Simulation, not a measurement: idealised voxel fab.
process module | voxel transistor to metal
cross-section cut | 145 nm wide | cells 5 nm
A cross-section is a grid of square cells, given in bands from the top down. A band is one or more rows of cells.
Each band's line starts with the height of the band's top and of its bottom, in nm. Then come its materials from left to right, each with its width in nm. One material with "throughout" fills the band from edge to edge. "air" is empty space.
Height 0 is the level under which the wafer as received is all one material. The lowest band goes on downwards, as in "0 down".
A width such as "30 to 40" changes by the same amount from each row of cells to the next, from the band's top row to its bottom row.
"no change" after a step means that no cell of the cross-section changed.
closed voids: empty space of 8 cells or more with no open way to the top, each as width x height at its distance from the left edge, in nm
after a step's settings: what the simulator itself notes on the step
overlay nm, on a step with a mask: how far to the right of its planned place the mask lay; to the left if negative
plan
1 op RECEIVE | material Si
2 op OXIDIZE | depth nm 5
3 op CONFORMAL_DEP | material SiN | thk nm 15
4 op DIRECTIONAL_DEP | material aC | thk nm 10
5 op PATTERN | tone cover | mask id ACTIVE | material resist | width nm 100 | thk nm 30 | overlay nm 0
6 op DIRECTIONAL_ETCH | etch materials aC | depth nm 10
7 op STRIP | etch materials resist
8 op DIRECTIONAL_ETCH | etch materials SiN | depth nm 15
9 op DIRECTIONAL_ETCH | etch materials SiO2 | depth nm 5
10 op DIRECTIONAL_ETCH | etch materials Si | depth nm 25
11 op STRIP | etch materials aC
12 op FILL_DEP | material SiO2 | thk nm 15
13 op CMP | height nm 15
14 op SELECTIVE_ETCH | etch materials SiO2 | depth nm 10
15 op STRIP | etch materials SiN
16 op SELECTIVE_ETCH | etch materials SiO2 | depth nm 5
17 op OXIDIZE | depth nm 5
18 op DIRECTIONAL_DEP | material polySi | thk nm 20
19 op DIRECTIONAL_DEP | material SiCN | thk nm 15
20 op PATTERN | tone cover | mask id GATE | material resist | width nm 20 | thk nm 15 | overlay nm 0
21 op DIRECTIONAL_ETCH | etch materials SiCN | depth nm 25
22 op DIRECTIONAL_ETCH | etch materials polySi | depth nm 30
23 op STRIP | etch materials resist
24 op CONFORMAL_DEP | material SiO2 | thk nm 5
25 op DIRECTIONAL_ETCH | etch materials SiO2 | depth nm 5
26 op CONFORMAL_DEP | material SiN | thk nm 5
27 op DIRECTIONAL_ETCH | etch materials SiN | depth nm 5
28 op DIRECTIONAL_ETCH | etch materials SiO2 | depth nm 5
29 op DIRECTIONAL_ETCH | etch materials Si | depth nm 10
30 op EPI | material nSi | thk nm 10
31 op FILL_DEP | material SiO2 | thk nm 5
32 op CMP | height nm 30
33 op DIRECTIONAL_DEP | material SiO2 | thk nm 10
34 op PATTERN | tone open | mask id CONTACT | material resist | width nm 30 | pitch nm 60 | thk nm 20 | overlay nm 0
35 op DIRECTIONAL_ETCH | etch materials SiO2 | depth nm 50
36 op STRIP | etch materials resist
37 op CONFORMAL_DEP | material TiN | thk nm 5
38 op FILL_DEP | material W | thk nm 10
39 op CMP | height nm 40
40 op CONFORMAL_DEP | material SiCN | thk nm 5
41 op DIRECTIONAL_DEP | material lowk | thk nm 15
42 op PATTERN | tone open | mask id METAL_1 | material resist | width nm 20 | pitch nm 70 | thk nm 15 | overlay nm 0
43 op DIRECTIONAL_ETCH | etch materials lowk | depth nm 15
44 op DIRECTIONAL_ETCH | etch materials SiCN | depth nm 5
45 op STRIP | etch materials resist
46 op CONFORMAL_DEP | material TiN | thk nm 5
47 op FILL_DEP | material Cu | thk nm 10
48 op CMP | height nm 60
49 op CONFORMAL_DEP | material SiCN | thk nm 5
50 op DIRECTIONAL_DEP | material SiO2 | thk nm 35
51 op DIRECTIONAL_DEP | material aC | thk nm 10
52 op PATTERN | tone open | mask id METAL_2_HOLES | material resist | width nm 15 | pitch nm 70 | thk nm 25 | overlay nm 0
53 op DIRECTIONAL_ETCH | etch materials aC | depth nm 10
54 op STRIP | etch materials resist
55 op DIRECTIONAL_ETCH | etch materials SiO2 | depth nm 35
56 op STRIP | etch materials aC
57 op PATTERN | tone open | mask id METAL_2 | material resist | width nm 20 | pitch nm 70 | thk nm 15 | overlay nm 0
58 op DIRECTIONAL_ETCH | etch materials SiO2 | depth nm 20
59 op DIRECTIONAL_ETCH | etch materials SiCN | depth nm 5
60 op STRIP | etch materials resist
61 op CONFORMAL_DEP | material TiN | thk nm 5
62 op FILL_DEP | material Cu | thk nm 10
63 op CMP | height nm 100
64 op CONFORMAL_DEP | material SiN | thk nm 5
as received, after step 1
  0 down: Si throughout
  closed voids: none
a wafer at the end: this start, this plan, one mistake
  105 to 100: SiN throughout
  100 to 85: SiO2 25 | TiN 5 | Cu 10 | TiN 5 | SiO2 50 | TiN 5 | Cu 10 | TiN 5 | SiO2 30
  85 to 80: SiO2 25 | TiN 5 | Cu 5 | TiN 10 | SiO2 50 | TiN 5 | Cu 5 | TiN 10 | SiO2 30
  80 to 65: SiO2 25 | TiN 5 | Cu 5 | TiN 5 | SiO2 55 | TiN 5 | Cu 5 | TiN 5 | SiO2 35
  65 to 60: SiCN 25 | TiN 15 | SiCN 55 | TiN 15 | SiCN 35
  60 to 45: lowk 25 | TiN 5 | Cu 10 | TiN 5 | lowk 50 | TiN 5 | Cu 10 | TiN 5 | lowk 30
  45 to 40: SiCN 25 | TiN 20 | SiCN 50 | TiN 20 | SiCN 30
  40 to 30: SiO2 25 | TiN 5 | W 20 to 15 | TiN 5 to 10 | SiO2 30 | TiN 5 to 10 | W 20 to 15 | TiN 5 | SiO2 30
  30 to 25: SiO2 25 | TiN 5 | W 15 | TiN 5 | SiN 5 | SiO2 5 | SiCN 20 | SiO2 5 | SiN 5 | TiN 5 | W 15 | TiN 5 | SiO2 30
  25 to 20: SiCN 15 | SiO2 5 | SiN 5 | TiN 25 | SiN 5 | SiO2 5 | SiCN 20 | SiO2 5 | SiN 5 | TiN 25 | SiN 5 | SiO2 5 | SiCN 20
  20 to 15: polySi 15 | SiCN 110 | polySi 20
  15 to 0: polySi throughout
  0 to -5: SiO2 15 | polySi 110 | SiO2 20
  -5 to -10: SiO2 throughout
  -10 to -30: SiO2 20 | Si 100 | SiO2 25
  -30 down: Si throughout
  closed voids: none
what went wrong: step 19 was run twice
